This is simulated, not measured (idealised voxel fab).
The following process module bears the name voxel gate over fins.
Displayed cross-section: cut, width of 210 nm, square cells sized 5 nm.
A cross-section in this document is a grid of square cells, and it is written down as bands, the top band listed before the ones below it; a band is made up of one or more rows of cells.
Heights first: top, then bottom, in nm. Then materials, left to right, each with a width in nm. "edge to edge" on a single material: fills the band edge to edge. "empty": empty space.
It should be noted that heights are counted from 0, beneath which the wafer as supplied is of one material throughout, and that the lowest band possesses no lower boundary but continues downward, as written in "top 0, no bottom".
Note: "30->40" means the width goes from the first number (top row of the band) to the second number (bottom row) in equal steps per row of cells.
What does "no modifications" mean for a step? It means no cell of the cross-section changed in that step.
"Sealed void list" specifies each empty space that is not open to the top and that occupies no fewer than 8 cells, using the form width x height at distance, the distance measured from the left edge and all three quantities in nm.
Step line, after settings: the simulator's comment on this step.
On any step carrying a mask, the "overlay nm" setting, if present on the step's line, tells how far right of its planned place the mask lay; negative values point to the left.

Process steps foreseen in the plan
- 1: RECEIVE: material Si
- 2: CONFORMAL_DEP: material SiN, thk nm 10
- 3: MASKED_ETCH: tone cover, mask id FINS, width nm 15, pitch nm 40, etch materials SiN, depth nm 10, overlay nm 0
- 4: MASKED_ETCH: tone cover, mask id FINS, width nm 15, pitch nm 40, etch materials Si, depth nm 35, overlay nm 0
- 5: OXIDIZE: depth nm 5
- 6: FILL_DEP: material SiO2, thk nm 15
- 7: CMP: height nm 10
- 8: SELECTIVE_ETCH: etch materials SiO2, depth nm 20
- 9: STRIP: etch materials SiN
- 10: CONFORMAL_DEP: material HfO2, thk nm 5
- 11: CONFORMAL_DEP: material TiN, thk nm 5
- 12: FILL_DEP: material W, thk nm 15
- 13: CMP: height nm 20
- 14: CONFORMAL_DEP: material SiN, thk nm 5

First of two wafers: run as planned

Cross-section of the wafer at receipt, which is the condition after step 1
* top 0, no bottom | Si edge to edge
* Sealed void list: none

Presented here is a cross-section of the wafer after step 2 has been performed
* top 10, bottom 0 | SiN edge to edge
* Below 0 it's all the same as before, nothing changed down there.

Presented here is a cross-section of the wafer after step 3 has been performed
* top 10, bottom 0 | empty (75), then SiN (15), then empty (25), then SiN (15), then empty (80)
* Below 0 it's all the same as before, nothing changed down there.

Presented here is a cross-section of the wafer after step 4 has been performed
* top 10, bottom 0 | empty (75), then SiN (15), then empty (25), then SiN (15), then empty (80)
* top 0, bottom -35 | empty (75), then Si (15), then empty (25), then Si (15), then empty (80)
* Below -35 it's all the same as before, nothing changed down there.

Presented here is a cross-section of the wafer after step 5 has been performed
* top 10, bottom 0 | empty (75), then SiN (15), then empty (25), then SiN (15), then empty (80)
* top 0, bottom -35 | empty (75), then SiO2 (5), then Si (5), then SiO2 (5), then empty (25), then SiO2 (5), then Si (5), then SiO2 (5), then empty (80)
* top -35, bottom -40 | SiO2 (80), then Si (5), then SiO2 (35), then Si (5), then SiO2 (85)
* Below -40 it's all the same as before, nothing changed down there.

Presented here is a cross-section of the wafer after step 6 has been performed
* top 25, bottom 10 | SiO2 edge to edge
* top 10, bottom 0 | SiO2 (75), then SiN (15), then SiO2 (25), then SiN (15), then SiO2 (80)
* top 0, bottom -40 | SiO2 (80), then Si (5), then SiO2 (35), then Si (5), then SiO2 (85)
* Below -40 it's all the same as before, nothing changed down there.

Presented here is a cross-section of the wafer after step 7 has been performed
* top 10, bottom 0 | SiO2 (75), then SiN (15), then SiO2 (25), then SiN (15), then SiO2 (80)
* Below 0 it's all the same as before, nothing changed down there.

Presented here is a cross-section of the wafer after step 8 has been performed
* top 10, bottom 0 | empty (75), then SiN (15), then empty (25), then SiN (15), then empty (80)
* top 0, bottom -10 | empty (80), then Si (5), then empty (35), then Si (5), then empty (85)
* Below -10 it's all the same as before, nothing changed down there.

Presented here is a cross-section of the wafer after step 9 has been performed
* top 0, bottom -10 | empty (80), then Si (5), then empty (35), then Si (5), then empty (85)
* Below -10 it's all the same as before, nothing changed down there.

Presented here is a cross-section of the wafer after step 10 has been performed
* top 5, bottom 0 | empty (75), then HfO2 (15), then empty (25), then HfO2 (15), then empty (80)
* top 0, bottom -5 | empty (75), then HfO2 (5), then Si (5), then HfO2 (5), then empty (25), then HfO2 (5), then Si (5), then HfO2 (5), then empty (80)
* top -5, bottom -10 | HfO2 (80), then Si (5), then HfO2 (35), then Si (5), then HfO2 (85)
* Below -10 it's all the same as before, nothing changed down there.

Presented here is a cross-section of the wafer after step 11 has been performed
* top 10, bottom 5 | empty (70), then TiN (25), then empty (15), then TiN (25), then empty (75)
* top 5, bottom 0 | empty (70), then TiN (5), then HfO2 (15), then TiN (5), then empty (15), then TiN (5), then HfO2 (15), then TiN (5), then empty (75)
* top 0, bottom -5 | TiN (75), then HfO2 (5), then Si (5), then HfO2 (5), then TiN (25), then HfO2 (5), then Si (5), then HfO2 (5), then TiN (80)
* Below -5 it's all the same as before, nothing changed down there.

Presented here is a cross-section of the wafer after step 12 has been performed
* top 25, bottom 10 | W edge to edge
* top 10, bottom 5 | W (70), then TiN (25), then W (15), then TiN (25), then W (75)
* top 5, bottom 0 | W (70), then TiN (5), then HfO2 (15), then TiN (5), then W (15), then TiN (5), then HfO2 (15), then TiN (5), then W (75)
* Below 0 it's all the same as before, nothing changed down there.

Presented here is a cross-section of the wafer after step 13 has been performed
* top 20, bottom 10 | W edge to edge
* Below 10 it's all the same as before, nothing changed down there.

Presented here is a cross-section of the wafer after step 14 has been performed
* top 25, bottom 20 | SiN edge to edge
* Below 20 it's all the same as before, nothing changed down there.

The remaining wafer, second of the two, started like the first and was run to the same plan, except that one mistake was made along the way; the two coincide through step 2, inclusive

Second wafer cross-section, taken as of the time the plan sets for step 3 to be done
* top 10, bottom 0 | SiN (75), then empty (15), then SiN (25), then empty (15), then SiN (80)
* Below 0 it's all the same as before, nothing changed down there.

Second wafer cross-section, taken as of the time the plan sets for step 4 to be done: no modifications

Second wafer cross-section, taken as of the time the plan sets for step 5 to be done
* top 10, bottom 0 | SiN (75), then empty (15), then SiN (25), then empty (15), then SiN (80)
* top 0, bottom -5 | Si (70), then SiO2 (25), then Si (15), then SiO2 (25), then Si (75)
* Below -5 it's all the same as before, nothing changed down there.

Second wafer cross-section, taken as of the time the plan sets for step 6 to be done
* top 25, bottom 10 | SiO2 edge to edge
* top 10, bottom 0 | SiN (75), then SiO2 (15), then SiN (25), then SiO2 (15), then SiN (80)
* Below 0 it's all the same as before, nothing changed down there.

Second wafer cross-section, taken as of the time the plan sets for step 7 to be done
* top 10, bottom 0 | SiN (75), then SiO2 (15), then SiN (25), then SiO2 (15), then SiN (80)
* Below 0 it's all the same as before, nothing changed down there.

Second wafer cross-section, taken as of the time the plan sets for step 8 to be done
* top 10, bottom 0 | SiN (75), then empty (15), then SiN (25), then empty (15), then SiN (80)
* top 0, bottom -5 | Si (70), then empty (25), then Si (15), then empty (25), then Si (75)
* Below -5 it's all the same as before, nothing changed down there.

Second wafer cross-section, taken as of the time the plan sets for step 9 to be done
* top 0, bottom -5 | Si (70), then empty (25), then Si (15), then empty (25), then Si (75)
* Below -5 it's all the same as before, nothing changed down there.

Second wafer cross-section, taken as of the time the plan sets for step 10 to be done
* top 5, bottom 0 | HfO2 (75), then empty (15), then HfO2 (25), then empty (15), then HfO2 (80)
* top 0, bottom -5 | Si (70), then HfO2 (25), then Si (15), then HfO2 (25), then Si (75)
* Below -5 it's all the same as before, nothing changed down there.

Second wafer cross-section, taken as of the time the plan sets for step 11 to be done
* top 10, bottom 5 | TiN (80), then empty (5), then TiN (35), then empty (5), then TiN (85)
* top 5, bottom 0 | HfO2 (75), then TiN (15), then HfO2 (25), then TiN (15), then HfO2 (80)
* Below 0 it's all the same as before, nothing changed down there.

Second wafer cross-section, taken as of the time the plan sets for step 12 to be done
* top 25, bottom 10 | W edge to edge
* top 10, bottom 5 | TiN (80), then W (5), then TiN (35), then W (5), then TiN (85)
* Below 5 it's all the same as before, nothing changed down there.

Second wafer cross-section, taken as of the time the plan sets for step 13 to be done
* top 20, bottom 10 | W edge to edge
* Below 10 it's all the same as before, nothing changed down there.

Second wafer cross-section, taken as of the time the plan sets for step 14 to be done
* top 25, bottom 20 | SiN edge to edge
* Below 20 it's all the same as before, nothing changed down there.
What was the processing mistake? heads up, step 3 didn't go per plan, it actually ran as MASKED_ETCH: tone open, mask id FINS, width nm 15, pitch nm 40, etch materials SiN, depth nm 10, overlay nm 0
At the finish, the second wafer shows more or fewer cells for some materials than the first does: HfO2 -4 | Si +310 | SiO2 -240 | TiN -4 | W -62
